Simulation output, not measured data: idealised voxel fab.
voxel fin reveal: a process module
Section cut is 185 nm wide and gridded with 5 nm square cells.
A cross-section is written here as square cells arranged in a grid, and it is given in bands from the top down, each band taking up one or more rows of cells.
Heads up on the band format: heights come first, top then bottom, in nm. After that it's the materials left to right, each with its width in nm. A single material flagged "all across" fills the whole band edge to edge, and "blank" means there's empty space there.
Below 0: as-received wafer, all one material; heights counted from there. Lowest band: no bottom, goes on down, written "0 -> down".
Width spec "30..40" -> top row of cells at first value, bottom row at second value, equal per-row change in between.
Where a step carries "same as before", the cross-section came out of it unchanged, cell for cell.
The label "Unvented cavities" introduces a list of the empty spaces, 8 cells or larger, that have no open way up to the top; each entry in it reads width x height at distance, where the distance is taken from the left edge and all three are stated in nm.
Post-settings text on a step line: simulator's own remark regarding the step.
The optional step-line setting "overlay nm" applies to steps with a mask and quantifies how far to the right of its planned location the mask lay, a negative value indicating leftward placement.
PROCESS STEPS (PLANNED)
1. RECEIVE with material Si
2. CONFORMAL_DEP with material SiN, thk nm 5
3. DIRECTIONAL_DEP with material aC, thk nm 15
4. PATTERN with tone cover, mask id FINS, material resist, width nm 15, pitch nm 45, thk nm 35, overlay nm 0
5. DIRECTIONAL_ETCH with etch materials aC, depth nm 15
6. STRIP with etch materials resist
7. DIRECTIONAL_ETCH with etch materials SiN, depth nm 5
8. DIRECTIONAL_ETCH with etch materials Si, depth nm 35
9. STRIP with etch materials aC
10. OXIDIZE with depth nm 5
11. FILL_DEP with material SiO2, thk nm 10
12. CMP with height nm 5
13. SELECTIVE_ETCH with etch materials SiO2, depth nm 20
14. STRIP with etch materials SiN
15. CONFORMAL_DEP with material SiO2, thk nm 5
CROSS-SECTION OF THE WAFER AS IT CAME TO US, I.E., ALREADY THROUGH STEP 1
    0 -> down  Si all across
    Unvented cavities: none
WAFER CROSS-SECTION AT END OF MODULE: START AND PLAN AS SHOWN ABOVE, ONE EXECUTION ERROR
    5 -> 0  blank 50, SiO2 15, blank 30, SiO2 15, blank 75
    0 -> -10  blank 50, SiO2 5, Si 5, SiO2 5, blank 30, SiO2 5, Si 5, SiO2 5, blank 75
    -10 -> -40  SiO2 55, Si 5, SiO2 40, Si 5, SiO2 80
    -40 -> down  Si all across
    Unvented cavities: none
Run error: step 4 did not use the planned setting and instead ran as PATTERN with tone cover, mask id FINS, material resist, width nm 15, pitch nm 45, thk nm 35, overlay nm -10
